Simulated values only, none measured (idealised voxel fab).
process module | voxel tone inversion
cross-section cut | 215 nm wide | cells 5 nm
A cross-section is a grid of square cells, given in bands from the top down. A band is one or more rows of cells.
Each band's line starts with the height of the band's top and of its bottom, in nm. Then come its materials from left to right, each with its width in nm. One material with "throughout" fills the band from edge to edge. "air" is empty space.
Height 0 is the level under which the wafer as received is all one material. The lowest band goes on downwards, as in "0 down".
A width such as "30 to 40" changes by the same amount from each row of cells to the next, from the band's top row to its bottom row.
"no change" after a step means that no cell of the cross-section changed.
closed voids: empty space of 8 cells or more with no open way to the top, each as width x height at its distance from the left edge, in nm
after a step's settings: what the simulator itself notes on the step
overlay nm, on a step with a mask: how far to the right of its planned place the mask lay; to the left if negative
plan
1 op RECEIVE | material Si
2 op CONFORMAL_DEP | material SiN | thk nm 10
3 op DIRECTIONAL_DEP | material polySi | thk nm 25
4 op PATTERN | tone cover | mask id POSTS | material resist | width nm 20 | pitch nm 50 | thk nm 35 | overlay nm 0
5 op DIRECTIONAL_ETCH | etch materials polySi | depth nm 25
6 op STRIP | etch materials resist
7 op FILL_DEP | material lowk | thk nm 5
8 op CMP | height nm 35
9 op STRIP | etch materials polySi
10 op CONFORMAL_DEP | material TiN | thk nm 5
11 op FILL_DEP | material Ru | thk nm 10
12 op CMP | height nm 35
13 op CONFORMAL_DEP | material SiCN | thk nm 5
as received, after step 1
  0 down: Si throughout
  closed voids: none
a wafer at the end: this start, this plan, one mistake
  40 to 35: SiCN throughout
  35 to 15: lowk 35 | TiN 5 | Ru 10 | TiN 5 | lowk 30 | TiN 5 | Ru 10 | TiN 5 | lowk 30 | TiN 5 | Ru 10 | TiN 5 | lowk 60
  15 to 10: lowk 35 | TiN 20 | lowk 30 | TiN 20 | lowk 30 | TiN 20 | lowk 60
  10 to 0: SiN throughout
  0 down: Si throughout
  closed voids: none
what went wrong: step 4 ran as: op PATTERN | tone cover | mask id POSTS | material resist | width nm 20 | pitch nm 50 | thk nm 35 | overlay nm -10
